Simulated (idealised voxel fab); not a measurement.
process module | voxel wiring stack
cross-section cut | 245 nm wide | cells 5 nm
A cross-section is a grid of square cells, given in bands from the top down. A band is one or more rows of cells.
Each band's line starts with the height of the band's top and of its bottom, in nm. Then come its materials from left to right, each with its width in nm. One material with "throughout" fills the band from edge to edge. "air" is empty space.
Height 0 is the level under which the wafer as received is all one material. The lowest band goes on downwards, as in "0 down".
A width such as "30 to 40" changes by the same amount from each row of cells to the next, from the band's top row to its bottom row.
"no change" after a step means that no cell of the cross-section changed.
closed voids: empty space of 8 cells or more with no open way to the top, each as width x height at its distance from the left edge, in nm
after a step's settings: what the simulator itself notes on the step
overlay nm, on a step with a mask: how far to the right of its planned place the mask lay; to the left if negative
plan
1 op RECEIVE | material Si
2 op CONFORMAL_DEP | material SiO2 | thk nm 15
3 op DIRECTIONAL_DEP | material TiN | thk nm 5
4 op DIRECTIONAL_DEP | material Ru | thk nm 15
5 op DIRECTIONAL_DEP | material aC | thk nm 15
6 op PATTERN | tone cover | mask id METAL_1 | material resist | width nm 30 | pitch nm 50 | thk nm 30 | overlay nm 0
7 op DIRECTIONAL_ETCH | etch materials aC | depth nm 15
8 op STRIP | etch materials resist
9 op DIRECTIONAL_ETCH | etch materials Ru | depth nm 15
10 op DIRECTIONAL_ETCH | etch materials TiN | depth nm 5
11 op STRIP | etch materials aC
12 op FILL_DEP | material SiO2 | thk nm 5
13 op CMP | height nm 35
14 op CONFORMAL_DEP | material SiCN | thk nm 5
15 op DIRECTIONAL_DEP | material lowk | thk nm 30
16 op PATTERN | tone open | mask id METAL_2 | material resist | width nm 30 | pitch nm 50 | thk nm 15 | overlay nm 0
17 op DIRECTIONAL_ETCH | etch materials lowk | depth nm 15
18 op STRIP | etch materials resist
19 op PATTERN | tone open | mask id METAL_2_HOLES | material resist | width nm 15 | pitch nm 50 | thk nm 15 | overlay nm 0
20 op DIRECTIONAL_ETCH | etch materials lowk | depth nm 15
21 op DIRECTIONAL_ETCH | etch materials SiCN | depth nm 5
22 op STRIP | etch materials resist
23 op CONFORMAL_DEP | material TiN | thk nm 5
24 op FILL_DEP | material Cu | thk nm 10
25 op CMP | height nm 70
26 op CONFORMAL_DEP | material SiCN | thk nm 5
27 op DIRECTIONAL_DEP | material lowk | thk nm 30
28 op PATTERN | tone open | mask id METAL_3 | material resist | width nm 30 | pitch nm 50 | thk nm 20 | overlay nm 0
29 op DIRECTIONAL_ETCH | etch materials lowk | depth nm 15
30 op STRIP | etch materials resist
31 op PATTERN | tone open | mask id METAL_3_HOLES | material resist | width nm 15 | thk nm 15 | overlay nm 0
32 op DIRECTIONAL_ETCH | etch materials lowk | depth nm 15
33 op DIRECTIONAL_ETCH | etch materials SiCN | depth nm 5
34 op STRIP | etch materials resist
35 op CONFORMAL_DEP | material TiN | thk nm 5
36 op FILL_DEP | material Cu | thk nm 10
37 op CMP | height nm 105
38 op CONFORMAL_DEP | material SiN | thk nm 5
first wafer, as planned
as received, after step 1
  0 down: Si throughout
  closed voids: none
after step 2
  15 to 0: SiO2 throughout
  below 0: unchanged
after step 3
  20 to 15: TiN throughout
  below 15: unchanged
after step 4
  35 to 20: Ru throughout
  below 20: unchanged
after step 5
  50 to 35: aC throughout
  below 35: unchanged
after step 6
  80 to 50: air 80 | resist 30 | air 20 | resist 30 | air 85
  below 50: unchanged
after step 7
  65 to 50: air 80 | resist 30 | air 20 | resist 30 | air 85
  50 to 35: air 80 | aC 30 | air 20 | aC 30 | air 85
  below 35: unchanged
after step 8
  50 to 35: air 80 | aC 30 | air 20 | aC 30 | air 85
  below 35: unchanged
after step 9
  50 to 35: air 80 | aC 30 | air 20 | aC 30 | air 85
  35 to 20: air 80 | Ru 30 | air 20 | Ru 30 | air 85
  below 20: unchanged
after step 10
  50 to 35: air 80 | aC 30 | air 20 | aC 30 | air 85
  35 to 20: air 80 | Ru 30 | air 20 | Ru 30 | air 85
  20 to 15: air 80 | TiN 30 | air 20 | TiN 30 | air 85
  below 15: unchanged
after step 11
  35 to 20: air 80 | Ru 30 | air 20 | Ru 30 | air 85
  below 20: unchanged
after step 12
  40 to 35: SiO2 throughout
  35 to 20: SiO2 80 | Ru 30 | SiO2 20 | Ru 30 | SiO2 85
  20 to 15: SiO2 80 | TiN 30 | SiO2 20 | TiN 30 | SiO2 85
  below 15: unchanged
after step 13
  35 to 20: SiO2 80 | Ru 30 | SiO2 20 | Ru 30 | SiO2 85
  below 20: unchanged
after step 14
  40 to 35: SiCN throughout
  below 35: unchanged
after step 15
  70 to 40: lowk throughout
  below 40: unchanged
after step 16
  85 to 70: resist 80 | air 30 | resist 20 | air 30 | resist 85
  below 70: unchanged
after step 17
  85 to 70: resist 80 | air 30 | resist 20 | air 30 | resist 85
  70 to 55: lowk 80 | air 30 | lowk 20 | air 30 | lowk 85
  below 55: unchanged
after step 18
  70 to 55: lowk 80 | air 30 | lowk 20 | air 30 | lowk 85
  below 55: unchanged
after step 19
  85 to 70: resist 80 | air 15 | resist 35 | air 15 | resist 100
  70 to 55: lowk 80 | air 15 | resist 15 | lowk 20 | air 15 | resist 15 | lowk 85
  below 55: unchanged
after step 20
  85 to 70: resist 80 | air 15 | resist 35 | air 15 | resist 100
  70 to 55: lowk 80 | air 15 | resist 15 | lowk 20 | air 15 | resist 15 | lowk 85
  55 to 40: lowk 80 | air 15 | lowk 35 | air 15 | lowk 100
  below 40: unchanged
after step 21
  85 to 70: resist 80 | air 15 | resist 35 | air 15 | resist 100
  70 to 55: lowk 80 | air 15 | resist 15 | lowk 20 | air 15 | resist 15 | lowk 85
  55 to 40: lowk 80 | air 15 | lowk 35 | air 15 | lowk 100
  40 to 35: SiCN 80 | air 15 | SiCN 35 | air 15 | SiCN 100
  below 35: unchanged
after step 22
  70 to 55: lowk 80 | air 30 | lowk 20 | air 30 | lowk 85
  below 55: unchanged
after step 23
  75 to 70: TiN 85 | air 20 | TiN 30 | air 20 | TiN 90
  70 to 60: lowk 80 | TiN 5 | air 20 | TiN 5 | lowk 20 | TiN 5 | air 20 | TiN 5 | lowk 85
  60 to 55: lowk 80 | TiN 5 | air 5 | TiN 20 | lowk 20 | TiN 5 | air 5 | TiN 20 | lowk 85
  55 to 40: lowk 80 | TiN 5 | air 5 | TiN 5 | lowk 35 | TiN 5 | air 5 | TiN 5 | lowk 100
  40 to 35: SiCN 80 | TiN 15 | SiCN 35 | TiN 15 | SiCN 100
  below 35: unchanged
after step 24
  85 to 75: Cu throughout
  75 to 70: TiN 85 | Cu 20 | TiN 30 | Cu 20 | TiN 90
  70 to 60: lowk 80 | TiN 5 | Cu 20 | TiN 5 | lowk 20 | TiN 5 | Cu 20 | TiN 5 | lowk 85
  60 to 55: lowk 80 | TiN 5 | Cu 5 | TiN 20 | lowk 20 | TiN 5 | Cu 5 | TiN 20 | lowk 85
  55 to 40: lowk 80 | TiN 5 | Cu 5 | TiN 5 | lowk 35 | TiN 5 | Cu 5 | TiN 5 | lowk 100
  below 40: unchanged
after step 25
  70 to 60: lowk 80 | TiN 5 | Cu 20 | TiN 5 | lowk 20 | TiN 5 | Cu 20 | TiN 5 | lowk 85
  below 60: unchanged
after step 26
  75 to 70: SiCN throughout
  below 70: unchanged
after step 27
  105 to 75: lowk throughout
  below 75: unchanged
after step 28
  125 to 105: resist 80 | air 30 | resist 20 | air 30 | resist 85
  below 105: unchanged
after step 29
  125 to 105: resist 80 | air 30 | resist 20 | air 30 | resist 85
  105 to 90: lowk 80 | air 30 | lowk 20 | air 30 | lowk 85
  below 90: unchanged
after step 30
  105 to 90: lowk 80 | air 30 | lowk 20 | air 30 | lowk 85
  below 90: unchanged
after step 31
  120 to 105: resist 80 | air 15 | resist 150
  105 to 90: lowk 80 | air 15 | resist 15 | lowk 20 | resist 30 | lowk 85
  below 90: unchanged
after step 32
  120 to 105: resist 80 | air 15 | resist 150
  105 to 90: lowk 80 | air 15 | resist 15 | lowk 20 | resist 30 | lowk 85
  90 to 75: lowk 80 | air 15 | lowk 150
  below 75: unchanged
after step 33
  120 to 105: resist 80 | air 15 | resist 150
  105 to 90: lowk 80 | air 15 | resist 15 | lowk 20 | resist 30 | lowk 85
  90 to 75: lowk 80 | air 15 | lowk 150
  75 to 70: SiCN 80 | air 15 | SiCN 150
  below 70: unchanged
after step 34
  105 to 90: lowk 80 | air 30 | lowk 20 | air 30 | lowk 85
  below 90: unchanged
after step 35
  110 to 105: TiN 85 | air 20 | TiN 30 | air 20 | TiN 90
  105 to 95: lowk 80 | TiN 5 | air 20 | TiN 5 | lowk 20 | TiN 5 | air 20 | TiN 5 | lowk 85
  95 to 90: lowk 80 | TiN 5 | air 5 | TiN 20 | lowk 20 | TiN 30 | lowk 85
  90 to 75: lowk 80 | TiN 5 | air 5 | TiN 5 | lowk 150
  75 to 70: SiCN 80 | TiN 15 | SiCN 150
  below 70: unchanged
after step 36
  120 to 110: Cu throughout
  110 to 105: TiN 85 | Cu 20 | TiN 30 | Cu 20 | TiN 90
  105 to 95: lowk 80 | TiN 5 | Cu 20 | TiN 5 | lowk 20 | TiN 5 | Cu 20 | TiN 5 | lowk 85
  95 to 90: lowk 80 | TiN 5 | Cu 5 | TiN 20 | lowk 20 | TiN 30 | lowk 85
  90 to 75: lowk 80 | TiN 5 | Cu 5 | TiN 5 | lowk 150
  below 75: unchanged
after step 37
  105 to 95: lowk 80 | TiN 5 | Cu 20 | TiN 5 | lowk 20 | TiN 5 | Cu 20 | TiN 5 | lowk 85
  below 95: unchanged
after step 38
  110 to 105: SiN throughout
  below 105: unchanged
second wafer: like start, like plan, one mistake. Through step 14 it matches the first wafer
when step 15 should have ended
  100 to 40: lowk throughout
  below 40: unchanged
when step 16 should have ended
  115 to 100: resist 80 | air 30 | resist 20 | air 30 | resist 85
  below 100: unchanged
when step 17 should have ended
  115 to 100: resist 80 | air 30 | resist 20 | air 30 | resist 85
  100 to 85: lowk 80 | air 30 | lowk 20 | air 30 | lowk 85
  below 85: unchanged
when step 18 should have ended
  100 to 85: lowk 80 | air 30 | lowk 20 | air 30 | lowk 85
  below 85: unchanged
when step 19 should have ended
  115 to 100: resist 80 | air 15 | resist 35 | air 15 | resist 100
  100 to 85: lowk 80 | air 15 | resist 15 | lowk 20 | air 15 | resist 15 | lowk 85
  below 85: unchanged
when step 20 should have ended
  115 to 100: resist 80 | air 15 | resist 35 | air 15 | resist 100
  100 to 85: lowk 80 | air 15 | resist 15 | lowk 20 | air 15 | resist 15 | lowk 85
  85 to 70: lowk 80 | air 15 | lowk 35 | air 15 | lowk 100
  below 70: unchanged
when step 21 should have ended: no change
when step 22 should have ended
  100 to 85: lowk 80 | air 30 | lowk 20 | air 30 | lowk 85
  below 85: unchanged
when step 23 should have ended
  105 to 100: TiN 85 | air 20 | TiN 30 | air 20 | TiN 90
  100 to 90: lowk 80 | TiN 5 | air 20 | TiN 5 | lowk 20 | TiN 5 | air 20 | TiN 5 | lowk 85
  90 to 85: lowk 80 | TiN 5 | air 5 | TiN 20 | lowk 20 | TiN 5 | air 5 | TiN 20 | lowk 85
  85 to 75: lowk 80 | TiN 5 | air 5 | TiN 5 | lowk 35 | TiN 5 | air 5 | TiN 5 | lowk 100
  75 to 70: lowk 80 | TiN 15 | lowk 35 | TiN 15 | lowk 100
  below 70: unchanged
when step 24 should have ended
  115 to 105: Cu throughout
  105 to 100: TiN 85 | Cu 20 | TiN 30 | Cu 20 | TiN 90
  100 to 90: lowk 80 | TiN 5 | Cu 20 | TiN 5 | lowk 20 | TiN 5 | Cu 20 | TiN 5 | lowk 85
  90 to 85: lowk 80 | TiN 5 | Cu 5 | TiN 20 | lowk 20 | TiN 5 | Cu 5 | TiN 20 | lowk 85
  85 to 75: lowk 80 | TiN 5 | Cu 5 | TiN 5 | lowk 35 | TiN 5 | Cu 5 | TiN 5 | lowk 100
  below 75: unchanged
when step 25 should have ended
  70 to 40: lowk throughout
  below 40: unchanged
when step 26 should have ended
  75 to 70: SiCN throughout
  below 70: unchanged
when step 27 should have ended
  105 to 75: lowk throughout
  below 75: unchanged
when step 28 should have ended
  125 to 105: resist 80 | air 30 | resist 20 | air 30 | resist 85
  below 105: unchanged
when step 29 should have ended
  125 to 105: resist 80 | air 30 | resist 20 | air 30 | resist 85
  105 to 90: lowk 80 | air 30 | lowk 20 | air 30 | lowk 85
  below 90: unchanged
when step 30 should have ended
  105 to 90: lowk 80 | air 30 | lowk 20 | air 30 | lowk 85
  below 90: unchanged
when step 31 should have ended
  120 to 105: resist 80 | air 15 | resist 150
  105 to 90: lowk 80 | air 15 | resist 15 | lowk 20 | resist 30 | lowk 85
  below 90: unchanged
when step 32 should have ended
  120 to 105: resist 80 | air 15 | resist 150
  105 to 90: lowk 80 | air 15 | resist 15 | lowk 20 | resist 30 | lowk 85
  90 to 75: lowk 80 | air 15 | lowk 150
  below 75: unchanged
when step 33 should have ended
  120 to 105: resist 80 | air 15 | resist 150
  105 to 90: lowk 80 | air 15 | resist 15 | lowk 20 | resist 30 | lowk 85
  90 to 75: lowk 80 | air 15 | lowk 150
  75 to 70: SiCN 80 | air 15 | SiCN 150
  below 70: unchanged
when step 34 should have ended
  105 to 90: lowk 80 | air 30 | lowk 20 | air 30 | lowk 85
  below 90: unchanged
when step 35 should have ended
  110 to 105: TiN 85 | air 20 | TiN 30 | air 20 | TiN 90
  105 to 95: lowk 80 | TiN 5 | air 20 | TiN 5 | lowk 20 | TiN 5 | air 20 | TiN 5 | lowk 85
  95 to 90: lowk 80 | TiN 5 | air 5 | TiN 20 | lowk 20 | TiN 30 | lowk 85
  90 to 75: lowk 80 | TiN 5 | air 5 | TiN 5 | lowk 150
  75 to 70: SiCN 80 | TiN 15 | SiCN 150
  below 70: unchanged
when step 36 should have ended
  120 to 110: Cu throughout
  110 to 105: TiN 85 | Cu 20 | TiN 30 | Cu 20 | TiN 90
  105 to 95: lowk 80 | TiN 5 | Cu 20 | TiN 5 | lowk 20 | TiN 5 | Cu 20 | TiN 5 | lowk 85
  95 to 90: lowk 80 | TiN 5 | Cu 5 | TiN 20 | lowk 20 | TiN 30 | lowk 85
  90 to 75: lowk 80 | TiN 5 | Cu 5 | TiN 5 | lowk 150
  below 75: unchanged
when step 37 should have ended
  105 to 95: lowk 80 | TiN 5 | Cu 20 | TiN 5 | lowk 20 | TiN 5 | Cu 20 | TiN 5 | lowk 85
  below 95: unchanged
when step 38 should have ended
  110 to 105: SiN throughout
  below 105: unchanged
what went wrong: step 15 was run twice
at the end the second wafer has, in cells: 24 fewer of Cu | 6 more of SiCN | 36 fewer of TiN | 54 more of lowk
